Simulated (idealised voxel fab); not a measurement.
process module | voxel self aligned contacts
cross-section cut | 260 nm wide | cells 5 nm
A cross-section is a grid of square cells, given in bands from the top down. A band is one or more rows of cells.
Each band's line starts with the height of the band's top and of its bottom, in nm. Then come its materials from left to right, each with its width in nm. One material with "throughout" fills the band from edge to edge. "air" is empty space.
Height 0 is the level under which the wafer as received is all one material. The lowest band goes on downwards, as in "0 down".
A width such as "30 to 40" changes by the same amount from each row of cells to the next, from the band's top row to its bottom row.
"no change" after a step means that no cell of the cross-section changed.
closed voids: empty space of 8 cells or more with no open way to the top, each as width x height at its distance from the left edge, in nm
after a step's settings: what the simulator itself notes on the step
overlay nm, on a step with a mask: how far to the right of its planned place the mask lay; to the left if negative
plan
1 op RECEIVE | material Si
2 op OXIDIZE | depth nm 5
3 op DIRECTIONAL_DEP | material polySi | thk nm 30
4 op DIRECTIONAL_DEP | material SiN | thk nm 15
5 op MASKED_ETCH | tone cover | mask id GATE | width nm 35 | pitch nm 70 | etch materials SiN | depth nm 15 | overlay nm 0
6 op MASKED_ETCH | tone cover | mask id GATE | width nm 35 | pitch nm 70 | etch materials polySi | depth nm 30 | overlay nm 0
7 op CONFORMAL_DEP | material SiN | thk nm 5
8 op DIRECTIONAL_ETCH | etch materials SiN | depth nm 5
9 op FILL_DEP | material SiO2 | thk nm 15
10 op CMP | height nm 50
11 op PATTERN | tone open | mask id CONTACT | material resist | width nm 45 | pitch nm 70 | thk nm 15 | overlay nm 0
12 op DIRECTIONAL_ETCH | etch materials SiO2 | depth nm 55
13 op STRIP | etch materials resist
14 op CONFORMAL_DEP | material TiN | thk nm 5
15 op FILL_DEP | material Ru | thk nm 10
16 op CMP | height nm 50
17 op CONFORMAL_DEP | material SiCN | thk nm 5
as received, after step 1
  0 down: Si throughout
  closed voids: none
a wafer at the end: this start, this plan, one mistake
  55 to 50: SiCN throughout
  50 to 45: SiO2 70 | TiN 45 | SiO2 25 | TiN 45 | SiO2 75
  45 to 30: SiN 45 | SiO2 25 | SiN 45 | SiO2 25 | SiN 45 | SiO2 25 | SiN 50
  30 to 0: polySi throughout
  0 to -5: SiO2 throughout
  -5 down: Si throughout
  closed voids: none
what went wrong: step 5 ran as: op MASKED_ETCH | tone open | mask id GATE | width nm 35 | pitch nm 70 | etch materials SiN | depth nm 15 | overlay nm 0
